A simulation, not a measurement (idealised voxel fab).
Name of the process module below: voxel self aligned contacts
FYI the section here is cut, 145 nm wide, cells are 5 nm squares.
In this document a cross-section is written as a grid of square cells. It is given as a series of bands, listed from the top down, and a band is one or more rows of cells. Heights first: top, then bottom, in nm. Then materials, left to right, each with a width in nm. "everywhere" on a single material: fills the band edge to edge. "empty": empty space. Heights are measured from 0, the level below which the as-received wafer is all one material; the lowest band has no bottom and continues downward, written as in "0 -> down". A two-number width, for instance "30..40", indicates that the width is equal to the first number in the top row of the band and to the second number in the bottom row, and that it changes by a constant amount per row of cells. Step note "no alteration" = no cross-section cell changed. Entry "Fully closed voids". Content: empty spaces with no open connection to the top, size 8 cells or greater. Each: width x height at distance. Distance: from left edge. Unit: nm. It should be noted that, on the line of a given step, the content following the step's settings is a remark produced by the simulator itself with respect to that step. Regarding "overlay nm": on a step with a mask, it is the distance the mask lay to the right of its planned place; a negative value places it to the left.

[The steps planned for the process are as follows]
1,RECEIVE | material Si
2,CONFORMAL_DEP | material SiO2 | thk nm 5
3,DIRECTIONAL_DEP | material polySi | thk nm 30
4,DIRECTIONAL_DEP | material SiN | thk nm 20
5,MASKED_ETCH | tone cover | mask id GATE | width nm 25 | pitch nm 60 | etch materials SiN | depth nm 20 | overlay nm -15
6,MASKED_ETCH | tone cover | mask id GATE | width nm 25 | pitch nm 60 | etch materials polySi | depth nm 30 | overlay nm 0
7,CONFORMAL_DEP | material SiN | thk nm 5
8,DIRECTIONAL_ETCH | etch materials SiN | depth nm 5
9,FILL_DEP | material SiO2 | thk nm 20
10,CMP | height nm 65
11,DIRECTIONAL_DEP | material aC | thk nm 15
12,PATTERN | tone open | mask id CONTACT | material resist | width nm 45 | thk nm 30 | overlay nm 0
13,DIRECTIONAL_ETCH | etch materials aC | depth nm 15
14,STRIP | etch materials resist
15,DIRECTIONAL_ETCH | etch materials SiO2 | depth nm 65
16,STRIP | etch materials aC
17,CONFORMAL_DEP | material TiN | thk nm 5
18,FILL_DEP | material Ru | thk nm 5
19,CMP | height nm 65
20,CONFORMAL_DEP | material SiN | thk nm 5
The plan's step 5 overlay nm is the first wafer's value; the wafers differ in this setting and start identical.

[The first of several wafers, as received after step 1, seen in section]
    0 -> down  Si everywhere
    Fully closed voids: none

[The table below has one row for each wafer; a row shows, as of the end of the module, how many cells of each material the wafer has gained, marked (+), or lost, marked (-), since it was received, and then the wafer's closed voids]
overlay nm -15; +15 Ru; +109 SiN; +153 SiO2; +33 TiN; +96 polySi; Fully closed voids: none
overlay nm -10; +26 Ru; +109 SiN; +154 SiO2; +33 TiN; +84 polySi; Fully closed voids: none
overlay nm -5; +33 Ru; +109 SiN; +159 SiO2; +33 TiN; +72 polySi; Fully closed voids: none
overlay nm 0; +40 Ru; +109 SiN; +164 SiO2; +33 TiN; +60 polySi; Fully closed voids: none
overlay nm 5; +33 Ru; +109 SiN; +159 SiO2; +33 TiN; +72 polySi; Fully closed voids: none
overlay nm 10; +26 Ru; +109 SiN; +154 SiO2; +33 TiN; +84 polySi; Fully closed voids: none
overlay nm 15; +15 Ru; +109 SiN; +153 SiO2; +33 TiN; +96 polySi; Fully closed voids: none
